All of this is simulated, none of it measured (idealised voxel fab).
process module | voxel wiring stack
cross-section cut | 260 nm wide | cells 5 nm
A cross-section is a grid of square cells, given in bands from the top down. A band is one or more rows of cells.
Each band's line starts with the height of the band's top and of its bottom, in nm. Then come its materials from left to right, each with its width in nm. One material with "throughout" fills the band from edge to edge. "air" is empty space.
Height 0 is the level under which the wafer as received is all one material. The lowest band goes on downwards, as in "0 down".
A width such as "30 to 40" changes by the same amount from each row of cells to the next, from the band's top row to its bottom row.
"no change" after a step means that no cell of the cross-section changed.
closed voids: empty space of 8 cells or more with no open way to the top, each as width x height at its distance from the left edge, in nm
after a step's settings: what the simulator itself notes on the step
overlay nm, on a step with a mask: how far to the right of its planned place the mask lay; to the left if negative
plan
1 op RECEIVE | material Si
2 op CONFORMAL_DEP | material SiO2 | thk nm 10
3 op DIRECTIONAL_DEP | material TiN | thk nm 5
4 op DIRECTIONAL_DEP | material Ru | thk nm 20
5 op PATTERN | tone cover | mask id METAL_1 | material resist | width nm 30 | pitch nm 50 | thk nm 20 | overlay nm 0
6 op DIRECTIONAL_ETCH | etch materials Ru | depth nm 20
7 op DIRECTIONAL_ETCH | etch materials TiN | depth nm 5
8 op STRIP | etch materials resist
9 op FILL_DEP | material SiO2 | thk nm 5
10 op CMP | height nm 35
11 op CONFORMAL_DEP | material SiCN | thk nm 5
12 op DIRECTIONAL_DEP | material SiO2 | thk nm 10
13 op DIRECTIONAL_DEP | material aC | thk nm 10
14 op PATTERN | tone open | mask id PLUG_1 | material resist | width nm 15 | pitch nm 50 | thk nm 25 | overlay nm 0
15 op DIRECTIONAL_ETCH | etch materials aC | depth nm 10
16 op STRIP | etch materials resist
17 op DIRECTIONAL_ETCH | etch materials SiO2 | depth nm 10
18 op DIRECTIONAL_ETCH | etch materials SiCN | depth nm 5
19 op STRIP | etch materials aC
20 op EPI | material Ru | thk nm 10
21 op EPI | material Ru | thk nm 5
22 op DIRECTIONAL_DEP | material TiN | thk nm 5
23 op DIRECTIONAL_DEP | material Ru | thk nm 25
24 op DIRECTIONAL_DEP | material aC | thk nm 10
25 op PATTERN | tone cover | mask id METAL_2 | material resist | width nm 30 | pitch nm 50 | thk nm 30 | overlay nm 0
26 op DIRECTIONAL_ETCH | etch materials aC | depth nm 10
27 op STRIP | etch materials resist
28 op DIRECTIONAL_ETCH | etch materials Ru | depth nm 25
29 op DIRECTIONAL_ETCH | etch materials TiN | depth nm 5
30 op STRIP | etch materials aC
31 op FILL_DEP | material SiO2 | thk nm 10
32 op CMP | height nm 80
33 op CONFORMAL_DEP | material SiCN | thk nm 5
34 op DIRECTIONAL_DEP | material lowk | thk nm 25
35 op DIRECTIONAL_DEP | material aC | thk nm 15
36 op PATTERN | tone open | mask id METAL_3_HOLES | material resist | width nm 15 | pitch nm 50 | thk nm 35 | overlay nm 0
37 op DIRECTIONAL_ETCH | etch materials aC | depth nm 15
38 op STRIP | etch materials resist
39 op DIRECTIONAL_ETCH | etch materials lowk | depth nm 25
40 op STRIP | etch materials aC
41 op DIRECTIONAL_DEP | material aC | thk nm 10
42 op PATTERN | tone open | mask id METAL_3 | material resist | width nm 30 | pitch nm 50 | thk nm 25 | overlay nm 0
43 op DIRECTIONAL_ETCH | etch materials aC | depth nm 10
44 op STRIP | etch materials resist
45 op DIRECTIONAL_ETCH | etch materials lowk | depth nm 15
46 op DIRECTIONAL_ETCH | etch materials SiCN | depth nm 5
47 op STRIP | etch materials aC
48 op CONFORMAL_DEP | material TiN | thk nm 5
49 op FILL_DEP | material Cu | thk nm 5
50 op CMP | height nm 110
51 op CONFORMAL_DEP | material SiCN | thk nm 5
52 op DIRECTIONAL_DEP | material SiO2 | thk nm 15
53 op DIRECTIONAL_DEP | material aC | thk nm 10
54 op PATTERN | tone open | mask id PLUG_3 | material resist | width nm 15 | pitch nm 50 | thk nm 25 | overlay nm 0
55 op DIRECTIONAL_ETCH | etch materials aC | depth nm 10
56 op STRIP | etch materials resist
57 op DIRECTIONAL_ETCH | etch materials SiO2 | depth nm 15
58 op DIRECTIONAL_ETCH | etch materials SiCN | depth nm 5
59 op STRIP | etch materials aC
60 op EPI | material Ru | thk nm 10
61 op EPI | material Ru | thk nm 10
62 op DIRECTIONAL_DEP | material TiN | thk nm 5
63 op DIRECTIONAL_DEP | material Ru | thk nm 20
64 op MASKED_ETCH | tone cover | mask id METAL_4 | width nm 30 | pitch nm 50 | etch materials Ru | depth nm 20 | overlay nm 0
65 op MASKED_ETCH | tone cover | mask id METAL_4 | width nm 30 | pitch nm 50 | etch materials TiN | depth nm 5 | overlay nm 0
66 op FILL_DEP | material SiO2 | thk nm 5
67 op CMP | height nm 155
68 op CONFORMAL_DEP | material SiCN | thk nm 5
as received, after step 1
  0 down: Si throughout
  closed voids: none
a wafer at the end: this start, this plan, one mistake
  160 to 155: SiCN throughout
  155 to 135: SiO2 40 | Ru 30 | SiO2 20 | Ru 30 | SiO2 20 | Ru 30 | SiO2 20 | Ru 30 | SiO2 40
  135 to 130: SiO2 40 | TiN 30 | SiO2 20 | TiN 30 | SiO2 20 | TiN 30 | SiO2 20 | TiN 30 | SiO2 40
  130 to 115: SiO2 40 | Ru 15 | SiO2 35 | Ru 15 | SiO2 35 | Ru 15 | SiO2 35 | Ru 15 | SiO2 55
  115 to 110: SiCN 40 | Ru 15 | SiCN 35 | Ru 15 | SiCN 35 | Ru 15 | SiCN 35 | Ru 15 | SiCN 55
  110 to 100: lowk 40 | TiN 5 | Cu 20 | TiN 5 | lowk 20 | TiN 5 | Cu 20 | TiN 5 | lowk 20 | TiN 5 | Cu 20 | TiN 5 | lowk 20 | TiN 5 | Cu 20 | TiN 5 | lowk 40
  100 to 95: lowk 40 | TiN 5 | Cu 5 | TiN 20 | lowk 20 | TiN 5 | Cu 5 | TiN 20 | lowk 20 | TiN 5 | Cu 5 | TiN 20 | lowk 20 | TiN 5 | Cu 5 | TiN 20 | lowk 40
  95 to 85: lowk 40 | TiN 5 | Cu 5 | TiN 5 | lowk 35 | TiN 5 | Cu 5 | TiN 5 | lowk 35 | TiN 5 | Cu 5 | TiN 5 | lowk 35 | TiN 5 | Cu 5 | TiN 5 | lowk 55
  85 to 80: SiCN 40 | TiN 15 | SiCN 35 | TiN 15 | SiCN 35 | TiN 15 | SiCN 35 | TiN 15 | SiCN 55
  80 to 70: SiO2 55 | Ru 15 | SiO2 35 | Ru 15 | SiO2 35 | Ru 15 | SiO2 35 | Ru 15 | SiO2 40
  70 to 55: SiO2 40 | Ru 30 | SiO2 20 | Ru 30 | SiO2 20 | Ru 30 | SiO2 20 | Ru 30 | SiO2 40
  55 to 50: SiO2 40 | Ru 15 | TiN 15 | SiO2 20 | Ru 15 | TiN 15 | SiO2 20 | Ru 15 | TiN 15 | SiO2 20 | Ru 15 | TiN 15 | SiO2 40
  50 to 45: SiO2 40 | Ru 15 | SiO2 35 | Ru 15 | SiO2 35 | Ru 15 | SiO2 35 | Ru 15 | SiO2 55
  45 to 40: SiO2 40 | TiN 15 | SiO2 35 | TiN 15 | SiO2 35 | TiN 15 | SiO2 35 | TiN 15 | SiO2 55
  40 to 35: SiCN 40 | Ru 15 | SiCN 35 | Ru 15 | SiCN 35 | Ru 15 | SiCN 35 | Ru 15 | SiCN 55
  35 to 15: SiO2 40 | Ru 30 | SiO2 20 | Ru 30 | SiO2 20 | Ru 30 | SiO2 20 | Ru 30 | SiO2 40
  15 to 10: SiO2 40 | TiN 30 | SiO2 20 | TiN 30 | SiO2 20 | TiN 30 | SiO2 20 | TiN 30 | SiO2 40
  10 to 0: SiO2 throughout
  0 down: Si throughout
  closed voids: none
what went wrong: step 20 was left out
